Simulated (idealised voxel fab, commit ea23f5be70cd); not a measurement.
process module | voxel capacitor over wiring
cross-section cut | 230 nm wide | cells 5 nm
A cross-section is a grid of square cells, given in bands from the top down. A band is one or more rows of cells.
Each band's line starts with the height of the band's top and of its bottom, in nm. Then come its materials from left to right, each with its width in nm. One material with "throughout" fills the band from edge to edge. "air" is empty space.
Height 0 is the level under which the wafer as received is all one material. The lowest band goes on downwards, as in "0 down".
A width such as "30 to 40" changes by the same amount from each row of cells to the next, from the band's top row to its bottom row.
"no change" after a step means that no cell of the cross-section changed.
closed voids: empty space of 8 cells or more with no open way to the top, each as width x height at its distance from the left edge, in nm
after a step's settings: what the simulator itself notes on the step
overlay nm, on a step with a mask: how far to the right of its planned place the mask lay; to the left if negative
plan
1 op RECEIVE | material Si
2 op CONFORMAL_DEP | material SiO2 | thk nm 10
3 op DIRECTIONAL_DEP | material TiN | thk nm 5
4 op DIRECTIONAL_DEP | material Ru | thk nm 25
5 op DIRECTIONAL_DEP | material aC | thk nm 15
6 op PATTERN | tone cover | mask id METAL_1 | material resist | width nm 25 | pitch nm 90 | thk nm 30 | overlay nm 0
7 op DIRECTIONAL_ETCH | etch materials aC | depth nm 15
8 op STRIP | etch materials resist
9 op DIRECTIONAL_ETCH | etch materials Ru | depth nm 25
10 op DIRECTIONAL_ETCH | etch materials TiN | depth nm 5
11 op STRIP | etch materials aC
12 op CONFORMAL_DEP | material SiCN | thk nm 5
13 op FILL_DEP | material SiO2 | thk nm 10
14 op CMP | height nm 40
15 op CONFORMAL_DEP | material SiCN | thk nm 5
16 op DIRECTIONAL_DEP | material SiO2 | thk nm 20
17 op PATTERN | tone open | mask id PLUG_1 | material resist | width nm 15 | thk nm 15 | overlay nm 0
18 op DIRECTIONAL_ETCH | etch materials SiO2 | depth nm 20
19 op DIRECTIONAL_ETCH | etch materials SiCN | depth nm 5
20 op STRIP | etch materials resist
21 op CONFORMAL_DEP | material TiN | thk nm 5
22 op FILL_DEP | material Ru | thk nm 5
23 op CMP | height nm 65
24 op DIRECTIONAL_DEP | material TiN | thk nm 5
25 op DIRECTIONAL_DEP | material HfO2 | thk nm 5
26 op DIRECTIONAL_DEP | material TiN | thk nm 5
27 op DIRECTIONAL_DEP | material aC | thk nm 10
28 op PATTERN | tone cover | mask id UPPER_PLATE | material resist | width nm 70 | thk nm 25 | overlay nm 0
29 op DIRECTIONAL_ETCH | etch materials aC | depth nm 10
30 op STRIP | etch materials resist
31 op DIRECTIONAL_ETCH | etch materials TiN | depth nm 5
32 op DIRECTIONAL_ETCH | etch materials HfO2 | depth nm 5
33 op STRIP | etch materials aC
34 op DIRECTIONAL_DEP | material aC | thk nm 10
35 op PATTERN | tone cover | mask id LOWER_PLATE | material resist | width nm 80 | thk nm 30 | overlay nm 0
36 op DIRECTIONAL_ETCH | etch materials aC | depth nm 10
37 op STRIP | etch materials resist
38 op DIRECTIONAL_ETCH | etch materials TiN | depth nm 5
39 op STRIP | etch materials aC
40 op FILL_DEP | material SiO2 | thk nm 15
41 op CMP | height nm 90
42 op PATTERN | tone open | mask id PLUG_2 | material resist | width nm 15 | thk nm 20 | overlay nm 0
43 op DIRECTIONAL_ETCH | etch materials SiO2 | depth nm 10
44 op STRIP | etch materials resist
45 op CONFORMAL_DEP | material TiN | thk nm 5
46 op FILL_DEP | material W | thk nm 10
47 op CMP | height nm 90
48 op CONFORMAL_DEP | material SiN | thk nm 5
as received, after step 1
  0 down: Si throughout
  closed voids: none
first wafer at the end, as planned
  95 to 90: SiN throughout
  90 to 85: SiO2 75 | TiN 5 | W 5 | TiN 5 | SiO2 140
  85 to 75: SiO2 75 to 65 | TiN 15 to 70 | SiO2 140 to 95
  75 to 70: SiO2 65 | HfO2 70 | SiO2 95
  70 to 65: SiO2 60 | TiN 80 | SiO2 90
  65 to 45: SiO2 65 | TiN 5 | Ru 5 | TiN 5 | SiO2 150
  45 to 40: SiCN 65 | TiN 15 | SiCN 150
  40 to 15: SiO2 50 | SiCN 5 | Ru 25 | SiCN 5 | SiO2 55 | SiCN 5 | Ru 25 | SiCN 5 | SiO2 55
  15 to 10: SiCN 55 | TiN 25 | SiCN 65 | TiN 25 | SiCN 60
  10 to 0: SiO2 throughout
  0 down: Si throughout
  closed voids: none
second wafer at the end: like start, like plan, one mistake
  95 to 90: SiN throughout
  90 to 85: SiO2 75 | TiN 5 | W 5 | TiN 5 | SiO2 140
  85 to 75: SiO2 75 to 65 | TiN 15 to 70 | SiO2 140 to 95
  75 to 70: SiO2 65 | HfO2 70 | SiO2 95
  70 to 65: SiO2 60 | TiN 85 | SiO2 85
  65 to 45: SiO2 65 | TiN 5 | Ru 5 | TiN 5 | SiO2 150
  45 to 40: SiCN 65 | TiN 15 | SiCN 150
  40 to 15: SiO2 50 | SiCN 5 | Ru 25 | SiCN 5 | SiO2 55 | SiCN 5 | Ru 25 | SiCN 5 | SiO2 55
  15 to 10: SiCN 55 | TiN 25 | SiCN 65 | TiN 25 | SiCN 60
  10 to 0: SiO2 throughout
  0 down: Si throughout
  closed voids: none
what went wrong: step 35 ran as: op PATTERN | tone cover | mask id LOWER_PLATE | material resist | width nm 85 | thk nm 30 | overlay nm 0
at the end the second wafer has, in cells: 1 fewer of SiO2 | 1 more of TiN
